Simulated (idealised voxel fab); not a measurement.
The process module presented herein is designated voxel lift off.
It is cross-section cut that appears here, measuring 225 nm in width, its square cells being 5 nm in size.
Cross-section, as written here: a square-cell grid given band by band from the top down, where a band holds one or more rows of cells.
Heights first: top, then bottom, in nm. Then materials, left to right, each with a width in nm. "everywhere" on a single material: fills the band edge to edge. "empty": empty space.
Zero point of the height axis is 0; under it, received wafer = one material. Lowest band: continues down indefinitely, "0 and below".
A width such as "30->40" changes by the same amount from each row of cells to the next, from the band's top row to its bottom row.
Where the words "nothing altered" appear for a step, the cross-section shows no cell changed by that step; every cell remained as before.
"Sealed internal voids": empty spaces of 8 cells or more with no open way to the top, each given as width x height at distance, distance from the left edge, all in nm.
That trailing text on a step's line, after the settings, is the simulator's own remark on the step.
overlay nm: how far to the right of its planned place the mask lay on this masked step (negative: to the left).

The planned process steps are enumerated hereunder:
- 1: RECEIVE,material Si
- 2: CONFORMAL_DEP,material Al2O3,thk nm 15
- 3: PATTERN,tone open,mask id LINES,material resist,width nm 25,pitch nm 40,thk nm 25,overlay nm 0
- 4: DIRECTIONAL_DEP,material Ru,thk nm 15
- 5: STRIP,etch materials resist
- 6: CONFORMAL_DEP,material SiN,thk nm 5

As-received state of the wafer in cross-section, equivalent to post-step 1:
0 and below = Si everywhere
Sealed internal voids: none

Looking at the first of two wafers in cross-section at end of module - ran to plan:
35 down to 30 = empty (75), then SiN (35), then empty (5), then SiN (35), then empty (75)
30 down to 20 = empty (75), then SiN (5), then Ru (25), then SiN (5), then empty (5), then SiN (5), then Ru (25), then SiN (5), then empty (75)
20 down to 15 = SiN (80), then Ru (25), then SiN (15), then Ru (25), then SiN (80)
15 down to 0 = Al2O3 everywhere
0 and below = Si everywhere
Sealed internal voids: none

Now the second wafer, cross-sectioned at the end of the module. Nothing different at the start, nothing different in the plan compared with the first, just one mistake when it was actually run:
35 down to 30 = empty (65), then SiN (35), then empty (5), then SiN (35), then empty (85)
30 down to 20 = empty (65), then SiN (5), then Ru (25), then SiN (5), then empty (5), then SiN (5), then Ru (25), then SiN (5), then empty (85)
20 down to 15 = SiN (70), then Ru (25), then SiN (15), then Ru (25), then SiN (90)
15 down to 0 = Al2O3 everywhere
0 and below = Si everywhere
Sealed internal voids: none
Nonconformance to the process plan: step 3 ran differently from the plan; actual operation with settings: PATTERN,tone open,mask id LINES,material resist,width nm 25,pitch nm 40,thk nm 25,overlay nm -10
If you tally the cells, the second wafer ends up with the same amount of every material as the first; it's all just sitting in different places.
